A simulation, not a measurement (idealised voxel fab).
process module | voxel self aligned contacts
cross-section cut | 290 nm wide | cells 5 nm
A cross-section is a grid of square cells, given in bands from the top down. A band is one or more rows of cells.
Each band's line starts with the height of the band's top and of its bottom, in nm. Then come its materials from left to right, each with its width in nm. One material with "throughout" fills the band from edge to edge. "air" is empty space.
Height 0 is the level under which the wafer as received is all one material. The lowest band goes on downwards, as in "0 down".
A width such as "30 to 40" changes by the same amount from each row of cells to the next, from the band's top row to its bottom row.
"no change" after a step means that no cell of the cross-section changed.
closed voids: empty space of 8 cells or more with no open way to the top, each as width x height at its distance from the left edge, in nm
after a step's settings: what the simulator itself notes on the step
overlay nm, on a step with a mask: how far to the right of its planned place the mask lay; to the left if negative
plan
1 op RECEIVE | material Si
2 op OXIDIZE | depth nm 5
3 op DIRECTIONAL_DEP | material polySi | thk nm 20
4 op DIRECTIONAL_DEP | material SiN | thk nm 20
5 op DIRECTIONAL_DEP | material aC | thk nm 15
6 op PATTERN | tone cover | mask id GATE | material resist | width nm 30 | pitch nm 70 | thk nm 30 | overlay nm 0
7 op DIRECTIONAL_ETCH | etch materials aC | depth nm 15
8 op STRIP | etch materials resist
9 op DIRECTIONAL_ETCH | etch materials SiN | depth nm 20
10 op DIRECTIONAL_ETCH | etch materials polySi | depth nm 20
11 op STRIP | etch materials aC
12 op CONFORMAL_DEP | material SiN | thk nm 10
13 op DIRECTIONAL_ETCH | etch materials SiN | depth nm 10
14 op FILL_DEP | material SiO2 | thk nm 20
15 op CMP | height nm 50
16 op DIRECTIONAL_DEP | material aC | thk nm 15
17 op PATTERN | tone open | mask id CONTACT | material resist | width nm 50 | thk nm 30 | overlay nm 0
18 op DIRECTIONAL_ETCH | etch materials aC | depth nm 15
19 op STRIP | etch materials resist
20 op DIRECTIONAL_ETCH | etch materials SiO2 | depth nm 55
21 op STRIP | etch materials aC
22 op CONFORMAL_DEP | material TiN | thk nm 5
23 op FILL_DEP | material Ru | thk nm 10
24 op CMP | height nm 50
25 op CONFORMAL_DEP | material SiN | thk nm 5
as received, after step 1
  0 down: Si throughout
  closed voids: none
first wafer at the end, as planned
  55 to 50: SiN throughout
  50 to 40: SiO2 120 | TiN 5 to 20 | Ru 40 to 10 | TiN 5 to 20 | SiO2 120
  40 to 20: SiO2 85 | SiN 50 | TiN 5 | Ru 10 | TiN 5 | SiN 50 | SiO2 85
  20 to 0: SiO2 85 | SiN 10 | polySi 30 | SiN 10 | TiN 5 | Ru 10 | TiN 5 | SiN 10 | polySi 30 | SiN 10 | SiO2 85
  0 to -5: SiO2 135 | TiN 20 | SiO2 135
  -5 down: Si throughout
  closed voids: none
second wafer at the end: like start, like plan, one mistake
  60 to 55: SiN throughout
  55 to 50: TiN 125 | Ru 40 | TiN 125
  50 to 40: SiO2 120 | TiN 5 to 20 | Ru 40 to 10 | TiN 5 to 20 | SiO2 120
  40 to 20: SiO2 85 | SiN 50 | TiN 5 | Ru 10 | TiN 5 | SiN 50 | SiO2 85
  20 to 0: SiO2 85 | SiN 10 | polySi 30 | SiN 10 | TiN 5 | Ru 10 | TiN 5 | SiN 10 | polySi 30 | SiN 10 | SiO2 85
  0 to -5: SiO2 135 | TiN 20 | SiO2 135
  -5 down: Si throughout
  closed voids: none
what went wrong: step 24 ran as: op CMP | height nm 55
at the end the second wafer has, in cells: 8 more of Ru | 50 more of TiN
